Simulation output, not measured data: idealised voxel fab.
Title: Process Module voxel gate over fins
Section shown: cut. Width: 295 nm. Cell size: 5 nm, square.
Bands, listed from the top down, are how a cross-section gets written in this document; the cross-section itself is a grid of square cells, and a band is one or more rows of them.
Within each band entry, the heights of the top and of the bottom of the band appear first, in that order and in nm; the materials of the band then follow from left to right, each with its corresponding width in nm. The designation "full width" on a single material indicates that it fills the band from edge to edge; the designation "blank" indicates empty space.
Beneath 0, the wafer as received is one material, and that level is where height counting begins. The lowest band goes on downward without a bottom; it is written like "0 down".
So if you see something like "30->40" for the width, read it as the top row of the band sitting at the first number and the bottom row at the second, with every row in between moving by the same amount as the last.
"changes: none", as given for a step, is the statement that not any cell of the cross-section underwent a change during that step.
Under "Cavities, closed" you'll find the enclosed gaps, the ones with no way out to the top, that are 8 cells or bigger; each reads width x height at distance, with distance counted from the left edge, everything in nm.
What comes after the settings on a step's line is commentary from the simulator itself on that step.
"overlay nm" answers the question of how far to the right of plan the mask lay on a step that has a mask, and when it is negative the answer is to the left.

Process steps foreseen in the plan
1. RECEIVE, material Si
2. CONFORMAL_DEP, material SiN, thk nm 5
3. MASKED_ETCH, tone cover, mask id FINS, width nm 15, pitch nm 40, etch materials SiN, depth nm 5, overlay nm 0
4. MASKED_ETCH, tone cover, mask id FINS, width nm 15, pitch nm 40, etch materials Si, depth nm 30, overlay nm 0
5. FILL_DEP, material SiO2, thk nm 5
6. CMP, height nm 5
7. SELECTIVE_ETCH, etch materials SiO2, depth nm 20
8. STRIP, etch materials SiN
9. CONFORMAL_DEP, material HfO2, thk nm 5
10. CONFORMAL_DEP, material TiN, thk nm 5
11. CONFORMAL_DEP, material TiAl, thk nm 5
12. CONFORMAL_DEP, material TiN, thk nm 5
13. FILL_DEP, material W, thk nm 15
14. CMP, height nm 30
15. CONFORMAL_DEP, material SiN, thk nm 5

Received-state cross-section, reflecting completion of step 1
  0 down  Si full width
  Cavities, closed: none

Result of the module, cross-sectioned: start per above, plan per above, one error in how it was run
  35 to 30  SiN full width
  30 to 25  W 50, then TiN 195, then W 50
  25 to 20  W 50, then TiN 5, then TiAl 185, then TiN 5, then W 50
  20 to 15  W 50, then TiN 5, then TiAl 5, then TiN 175, then TiAl 5, then TiN 5, then W 50
  15 to 10  TiN 55, then TiAl 5, then TiN 5, then HfO2 165, then TiN 5, then TiAl 5, then TiN 55
  10 to 5  TiAl 60, then TiN 5, then HfO2 165, then TiN 5, then TiAl 60
  5 to 0  TiN 65, then HfO2 165, then TiN 65
  0 to -15  HfO2 80, then Si 15, then HfO2 25, then Si 15, then HfO2 25, then Si 15, then HfO2 25, then Si 15, then HfO2 80
  -15 to -30  SiO2 80, then Si 15, then SiO2 25, then Si 15, then SiO2 25, then Si 15, then SiO2 25, then Si 15, then SiO2 80
  -30 down  Si full width
  Cavities, closed: none
Error vs. plan: step 9 did not use the planned setting and instead ran as CONFORMAL_DEP, material HfO2, thk nm 15
